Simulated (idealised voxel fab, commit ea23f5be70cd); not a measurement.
Process module name: voxel wiring stack
For reference, the cross-section in this document is cut, with width 175 nm and square cells of 5 nm.
In this document a cross-section is written as a grid of square cells. It is given as a series of bands, listed from the top down, and a band is one or more rows of cells.
What a band's entry tells you: where the top is and where the bottom is, as heights in nm, and after that what lies inside, material by material from left to right, each with its width in nm. Empty space is written as the word "empty", and a single material marked with the word "full width" occupies the band from edge to edge.
We count height from 0. Below that, the starting wafer is all one material. The lowest band never ends at the bottom but goes on down; see "0 -> down" for how that is written.
You'd read "30..40" like this: the band's top row of cells is as wide as the first number, its bottom row is as wide as the second, and going down, every row changes width by the same amount as the row before did.
Key: "everything unchanged" - step with no changed cell in the cross-section.
Heads up: "Voids lacking openings" only lists the empty pockets with no open path to the top that are 8 cells or more, and it writes them as width x height at distance, distance from the left edge, in nm.
Formally, on a step line, whatever follows the settings is a remark that the simulator itself makes on the step.
overlay nm: right-of-plan distance of the mask on a masked step; negative values mean left-of-plan.

These are the steps we planned for the process
1. RECEIVE [material Si]
2. CONFORMAL_DEP [material SiO2] [thk nm 15]
3. DIRECTIONAL_DEP [material TiN] [thk nm 5]
4. DIRECTIONAL_DEP [material Ru] [thk nm 15]
5. MASKED_ETCH [tone cover] [mask id METAL_1] [width nm 25] [pitch nm 55] [etch materials Ru] [depth nm 15] [overlay nm 0]
6. MASKED_ETCH [tone cover] [mask id METAL_1] [width nm 25] [pitch nm 55] [etch materials TiN] [depth nm 5] [overlay nm 0]
7. FILL_DEP [material lowk] [thk nm 5]
8. CMP [height nm 35]
9. CONFORMAL_DEP [material SiCN] [thk nm 5]
10. DIRECTIONAL_DEP [material lowk] [thk nm 10]
11. DIRECTIONAL_DEP [material aC] [thk nm 15]
12. PATTERN [tone open] [mask id PLUG_1] [material resist] [width nm 15] [pitch nm 55] [thk nm 30] [overlay nm 0]
13. DIRECTIONAL_ETCH [etch materials aC] [depth nm 15]
14. STRIP [etch materials resist]
15. DIRECTIONAL_ETCH [etch materials lowk] [depth nm 10]
16. DIRECTIONAL_ETCH [etch materials SiCN] [depth nm 5]
17. STRIP [etch materials aC]
18. CONFORMAL_DEP [material TiN] [thk nm 5]
19. FILL_DEP [material Ru] [thk nm 5]
20. CMP [height nm 50]
21. CONFORMAL_DEP [material SiCN] [thk nm 5]
22. DIRECTIONAL_DEP [material SiO2] [thk nm 15]
23. PATTERN [tone open] [mask id METAL_2] [material resist] [width nm 25] [pitch nm 55] [thk nm 15] [overlay nm 0]
24. DIRECTIONAL_ETCH [etch materials SiO2] [depth nm 15]
25. DIRECTIONAL_ETCH [etch materials SiCN] [depth nm 5]
26. STRIP [etch materials resist]
27. CONFORMAL_DEP [material TiN] [thk nm 5]
28. FILL_DEP [material Ru] [thk nm 5]
29. CMP [height nm 70]
30. CONFORMAL_DEP [material SiCN] [thk nm 5]
31. DIRECTIONAL_DEP [material SiO2] [thk nm 30]
32. MASKED_ETCH [tone open] [mask id METAL_3_HOLES] [width nm 15] [etch materials SiO2] [depth nm 30] [overlay nm 0]
33. MASKED_ETCH [tone open] [mask id METAL_3] [width nm 25] [pitch nm 55] [etch materials SiO2] [depth nm 15] [overlay nm 0]
34. MASKED_ETCH [tone open] [mask id METAL_3] [width nm 25] [pitch nm 55] [etch materials SiCN] [depth nm 5] [overlay nm 0]
35. CONFORMAL_DEP [material TiN] [thk nm 5]
36. FILL_DEP [material Ru] [thk nm 5]
37. CMP [height nm 105]
38. CONFORMAL_DEP [material SiCN] [thk nm 5]

As received (post step 1): cross-section
	0 -> down | Si full width
	Voids lacking openings: none

First wafer of two, sectioned at end of module; run went per plan
	110 -> 105 | SiCN full width
	105 -> 95 | 45 of SiO2 | 5 of TiN | 15 of Ru | 5 of TiN | 30 of SiO2 | 5 of TiN | 15 of Ru | 5 of TiN | 50 of SiO2
	95 -> 90 | 45 of SiO2 | 5 of TiN | 5 of Ru | 15 of TiN | 30 of SiO2 | 25 of TiN | 50 of SiO2
	90 -> 75 | 45 of SiO2 | 5 of TiN | 5 of Ru | 5 of TiN | 115 of SiO2
	75 -> 70 | 45 of SiCN | 15 of TiN | 115 of SiCN
	70 -> 55 | 45 of SiO2 | 5 of TiN | 15 of Ru | 5 of TiN | 30 of SiO2 | 5 of TiN | 15 of Ru | 5 of TiN | 50 of SiO2
	55 -> 50 | 45 of SiCN | 25 of TiN | 30 of SiCN | 25 of TiN | 50 of SiCN
	50 -> 40 | 45 of lowk | 5 of TiN | 5 of Ru | 5 of TiN | 40 of lowk | 5 of TiN | 5 of Ru | 5 of TiN | 60 of lowk
	40 -> 35 | 45 of SiCN | 15 of TiN | 40 of SiCN | 15 of TiN | 60 of SiCN
	35 -> 20 | 45 of lowk | 25 of Ru | 30 of lowk | 25 of Ru | 50 of lowk
	20 -> 15 | 45 of lowk | 25 of TiN | 30 of lowk | 25 of TiN | 50 of lowk
	15 -> 0 | SiO2 full width
	0 -> down | Si full width
	Voids lacking openings: none

Same start, same plan as the first wafer - but one mistake in the run. Cross-section of the second of the two at the end of the module
	110 -> 105 | SiCN full width
	105 -> 95 | 45 of SiO2 | 5 of TiN | 15 of Ru | 5 of TiN | 30 of SiO2 | 5 of TiN | 15 of Ru | 5 of TiN | 50 of SiO2
	95 -> 90 | 45 of SiO2 | 5 of TiN | 5 of Ru | 15 of TiN | 30 of SiO2 | 25 of TiN | 50 of SiO2
	90 -> 75 | 45 of SiO2 | 5 of TiN | 5 of Ru | 5 of TiN | 115 of SiO2
	75 -> 70 | 45 of SiCN | 15 of TiN | 115 of SiCN
	70 -> 55 | 45 of SiO2 | 5 of TiN | 15 of Ru | 5 of TiN | 30 of SiO2 | 5 of TiN | 15 of Ru | 5 of TiN | 50 of SiO2
	55 -> 50 | 45 of SiCN | 25 of TiN | 30 of SiCN | 25 of TiN | 50 of SiCN
	50 -> 40 | 45 of lowk | 5 of TiN | 5 of Ru | 5 of TiN | 40 of lowk | 5 of TiN | 5 of Ru | 5 of TiN | 60 of lowk
	40 -> 35 | 45 of SiCN | 15 of TiN | 40 of SiCN | 15 of TiN | 60 of SiCN
	35 -> 30 | 45 of lowk | 25 of TiN | 30 of lowk | 25 of TiN | 50 of lowk
	30 -> 0 | SiO2 full width
	0 -> down | Si full width
	Voids lacking openings: none
Which mistake was made when the wafer was run? yeah, plan step 2 got run twice
Final comparison by cell count, materials where the second wafer has more or fewer than the first: Ru -30, SiO2 +105, lowk -75
